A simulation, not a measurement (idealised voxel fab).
Module name: voxel wiring stack (process module)
Xsec cut, 255 nm wide, square cell size 5 nm.
Throughout this document, each cross-section is represented as a grid of square cells and is presented as a sequence of bands enumerated from the top downward, where a band comprises one or more rows of cells.
What a band's entry tells you: where the top is and where the bottom is, as heights in nm, and after that what lies inside, material by material from left to right, each with its width in nm. Empty space is written as the word "empty", and a single material marked with the word "everywhere" occupies the band from edge to edge.
Ref level 0: as-received wafer is one material below here. Bottom band extends down with no lower bound ("0..down").
Per-row width for "30..40": begins at first number (top row of band), ends at second number (bottom row), increment between rows held constant.
Basically "nothing got changed" means that step didn't change any cell in the cross-section.
Each empty space that has no open way to the top and spans at least 8 cells appears under "Trapped voids" as width x height at distance, the distance counted from the left edge, all in nm.
If you see something after the settings on a step's line, that's the simulator's own remark about that step.
The line of a step may include "overlay nm". On a step with a mask, this value is how far to the right of its planned place the mask lay. A negative value means the mask lay to the left.
-- The planned process steps are enumerated hereunder
- 1: RECEIVE, material Si
- 2: CONFORMAL_DEP, material SiO2, thk nm 15
- 3: CONFORMAL_DEP, material SiN, thk nm 5
- 4: DIRECTIONAL_DEP, material lowk, thk nm 25
- 5: MASKED_ETCH, tone open, mask id METAL_1, width nm 30, pitch nm 50, etch materials lowk, depth nm 25, overlay nm 0
- 6: MASKED_ETCH, tone open, mask id METAL_1, width nm 30, pitch nm 50, etch materials SiN, depth nm 5, overlay nm 0
- 7: CONFORMAL_DEP, material TiN, thk nm 5
- 8: FILL_DEP, material Cu, thk nm 10
- 9: CMP, height nm 45
- 10: CONFORMAL_DEP, material SiCN, thk nm 5
- 11: DIRECTIONAL_DEP, material SiO2, thk nm 25
- 12: MASKED_ETCH, tone open, mask id METAL_2_HOLES, width nm 15, pitch nm 50, etch materials SiO2, depth nm 25, overlay nm 0
- 13: MASKED_ETCH, tone open, mask id METAL_2, width nm 30, pitch nm 50, etch materials SiO2, depth nm 15, overlay nm 0
- 14: MASKED_ETCH, tone open, mask id METAL_2, width nm 30, pitch nm 50, etch materials SiCN, depth nm 5, overlay nm 0
- 15: CONFORMAL_DEP, material TiN, thk nm 5
- 16: FILL_DEP, material Cu, thk nm 10
- 17: CMP, height nm 75
- 18: CONFORMAL_DEP, material SiCN, thk nm 5
- 19: DIRECTIONAL_DEP, material lowk, thk nm 30
- 20: MASKED_ETCH, tone open, mask id METAL_3, width nm 30, pitch nm 50, etch materials lowk, depth nm 15, overlay nm 0
- 21: MASKED_ETCH, tone open, mask id METAL_3_HOLES, width nm 15, pitch nm 50, etch materials lowk, depth nm 15, overlay nm 0
- 22: MASKED_ETCH, tone open, mask id METAL_3_HOLES, width nm 15, pitch nm 50, etch materials SiCN, depth nm 5, overlay nm 0
- 23: CONFORMAL_DEP, material TiN, thk nm 5
- 24: FILL_DEP, material Cu, thk nm 5
- 25: CMP, height nm 110
- 26: CONFORMAL_DEP, material SiN, thk nm 5
-- Shown in cross-section is the wafer as received, that is, as it stands after step 1
0..down = Si everywhere
Trapped voids: none
-- Module complete - cross-section of the first of two wafers, run according to plan
115..110 = SiN everywhere
110..100 = lowk (35) | TiN (5) | Cu (20) | TiN (5) | lowk (20) | TiN (5) | Cu (20) | TiN (5) | lowk (20) | TiN (5) | Cu (20) | TiN (5) | lowk (20) | TiN (5) | Cu (20) | TiN (5) | lowk (40)
100..95 = lowk (35) | TiN (5) | Cu (5) | TiN (20) | lowk (20) | TiN (5) | Cu (5) | TiN (20) | lowk (20) | TiN (5) | Cu (5) | TiN (20) | lowk (20) | TiN (5) | Cu (5) | TiN (20) | lowk (40)
95..80 = lowk (35) | TiN (5) | Cu (5) | TiN (5) | lowk (35) | TiN (5) | Cu (5) | TiN (5) | lowk (35) | TiN (5) | Cu (5) | TiN (5) | lowk (35) | TiN (5) | Cu (5) | TiN (5) | lowk (55)
80..75 = SiCN (35) | TiN (15) | SiCN (35) | TiN (15) | SiCN (35) | TiN (15) | SiCN (35) | TiN (15) | SiCN (55)
75..65 = SiO2 (35) | TiN (5) | Cu (20) | TiN (5) | SiO2 (20) | TiN (5) | Cu (20) | TiN (5) | SiO2 (20) | TiN (5) | Cu (20) | TiN (5) | SiO2 (20) | TiN (5) | Cu (20) | TiN (5) | SiO2 (40)
65..60 = SiO2 (35) | TiN (5) | Cu (5) | TiN (20) | SiO2 (20) | TiN (5) | Cu (5) | TiN (20) | SiO2 (20) | TiN (5) | Cu (5) | TiN (20) | SiO2 (20) | TiN (5) | Cu (5) | TiN (20) | SiO2 (40)
60..50 = SiO2 (35) | TiN (5) | Cu (5) | TiN (5) | SiO2 (35) | TiN (5) | Cu (5) | TiN (5) | SiO2 (35) | TiN (5) | Cu (5) | TiN (5) | SiO2 (35) | TiN (5) | Cu (5) | TiN (5) | SiO2 (55)
50..45 = SiCN (35) | TiN (15) | SiCN (35) | TiN (15) | SiCN (35) | TiN (15) | SiCN (35) | TiN (15) | SiCN (55)
45..20 = lowk (35) | TiN (5) | Cu (20) | TiN (5) | lowk (20) | TiN (5) | Cu (20) | TiN (5) | lowk (20) | TiN (5) | Cu (20) | TiN (5) | lowk (20) | TiN (5) | Cu (20) | TiN (5) | lowk (40)
20..15 = SiN (35) | TiN (30) | SiN (20) | TiN (30) | SiN (20) | TiN (30) | SiN (20) | TiN (30) | SiN (40)
15..0 = SiO2 everywhere
0..down = Si everywhere
Trapped voids: none
-- Presented here is a cross-section of the second of the two wafers as it stood at the end of the module. It was started in the same manner and assigned the same plan as the first wafer; however, one mistake was made in its execution
115..110 = SiN everywhere
110..100 = lowk (30) | TiN (5) | Cu (25) | TiN (5) | lowk (15) | TiN (5) | Cu (25) | TiN (5) | lowk (15) | TiN (5) | Cu (25) | TiN (5) | lowk (15) | TiN (5) | Cu (25) | TiN (5) | lowk (40)
100..95 = lowk (30) | TiN (35) | lowk (15) | TiN (35) | lowk (15) | TiN (35) | lowk (15) | TiN (35) | lowk (40)
95..80 = lowk (35) | TiN (10) | lowk (40) | TiN (10) | lowk (40) | TiN (10) | lowk (40) | TiN (10) | lowk (60)
80..75 = SiCN (35) | TiN (10) | SiCN (40) | TiN (10) | SiCN (40) | TiN (10) | SiCN (40) | TiN (10) | SiCN (60)
75..65 = SiO2 (35) | TiN (5) | Cu (20) | TiN (5) | SiO2 (20) | TiN (5) | Cu (20) | TiN (5) | SiO2 (20) | TiN (5) | Cu (20) | TiN (5) | SiO2 (20) | TiN (5) | Cu (20) | TiN (5) | SiO2 (40)
65..60 = SiO2 (35) | TiN (5) | Cu (5) | TiN (20) | SiO2 (20) | TiN (5) | Cu (5) | TiN (20) | SiO2 (20) | TiN (5) | Cu (5) | TiN (20) | SiO2 (20) | TiN (5) | Cu (5) | TiN (20) | SiO2 (40)
60..50 = SiO2 (35) | TiN (5) | Cu (5) | TiN (5) | SiO2 (35) | TiN (5) | Cu (5) | TiN (5) | SiO2 (35) | TiN (5) | Cu (5) | TiN (5) | SiO2 (35) | TiN (5) | Cu (5) | TiN (5) | SiO2 (55)
50..45 = SiCN (35) | TiN (15) | SiCN (35) | TiN (15) | SiCN (35) | TiN (15) | SiCN (35) | TiN (15) | SiCN (55)
45..20 = lowk (35) | TiN (5) | Cu (20) | TiN (5) | lowk (20) | TiN (5) | Cu (20) | TiN (5) | lowk (20) | TiN (5) | Cu (20) | TiN (5) | lowk (20) | TiN (5) | Cu (20) | TiN (5) | lowk (40)
20..15 = SiN (35) | TiN (30) | SiN (20) | TiN (30) | SiN (20) | TiN (30) | SiN (20) | TiN (30) | SiN (40)
15..0 = SiO2 everywhere
0..down = Si everywhere
Trapped voids: none
Which mistake was made when the wafer was run? heads up, step 21 didn't go per plan, it actually ran as MASKED_ETCH, tone open, mask id METAL_3_HOLES, width nm 15, pitch nm 50, etch materials lowk, depth nm 15, overlay nm -5
Final tally in cells, some materials are higher or lower on the second wafer than on the first: Cu -8; SiCN +4; TiN +4
